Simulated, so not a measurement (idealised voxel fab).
voxel ribs on slabs: a process module
We display cut, a cross-section 160 nm in width whose square cells are each 5 nm.
A cross-section in this document is a grid of square cells, and it is written down as bands, the top band listed before the ones below it; a band is made up of one or more rows of cells.
Look at the band entry: it leads with the top's height and the bottom's height in nm. Then it lists the materials left to right, with a width in nm for each. The word "full width" on a single material says that material fills the band edge to edge. The word "blank" is empty space.
Height 0 is the level under which the wafer as received is all one material. The lowest band goes on downwards, as in "0 -> down".
The two numbers in a width such as "30 to 40" mark its ends across the band: the first belongs to the top row of cells, the second to the bottom row, and from each row to the next the width moves by the same amount.
Where a step carries "same as before", the cross-section came out of it unchanged, cell for cell.
The entry "Closed void roster" lists the empty spaces that cover at least 8 cells and have no open path to the top. Each is written as width x height at distance, where the distance is measured from the left edge and all three values are in nm.
If you see something after the settings on a step's line, that's the simulator's own remark about that step.
overlay nm: for a step with a mask, the amount by which the mask lay right of where it was planned; a negative amount means left of it.
Intended process steps:
1: RECEIVE (material Si)
2: DIRECTIONAL_DEP (material SiO2; thk nm 20)
3: DIRECTIONAL_DEP (material SiN; thk nm 20)
4: MASKED_ETCH (tone cover; mask id RIB; width nm 25; etch materials SiN; depth nm 10; overlay nm 0)
5: PATTERN (tone cover; mask id SLAB; material resist; width nm 65; thk nm 20; overlay nm 0)
6: DIRECTIONAL_ETCH (etch materials SiN; depth nm 10)
7: STRIP (etch materials resist)
8: FILL_DEP (material SiO2; thk nm 20)
9: CMP (height nm 50)
10: DIRECTIONAL_DEP (material TiN; thk nm 10)
11: MASKED_ETCH (tone cover; mask id HEATER; width nm 35; etch materials TiN; depth nm 10; overlay nm 0)
12: CONFORMAL_DEP (material SiN; thk nm 5)
Cross-section of the incoming wafer, state after step 1:
	0 -> down  Si full width
	Closed void roster: none
Final wafer profile in cross-section after the module, from the same start and plan as above, with one mistake made during processing:
	65 -> 60  blank=55  SiN=45  blank=60
	60 -> 55  blank=55  SiN=5  TiN=35  SiN=5  blank=60
	55 -> 50  SiN=60  TiN=35  SiN=65
	50 -> 40  SiO2=45  SiN=65  SiO2=50
	40 -> 20  SiN full width
	20 -> 0  SiO2 full width
	0 -> down  Si full width
	Closed void roster: none
Against the plan, the run slipped here: regarding the plan, step 3 was run twice
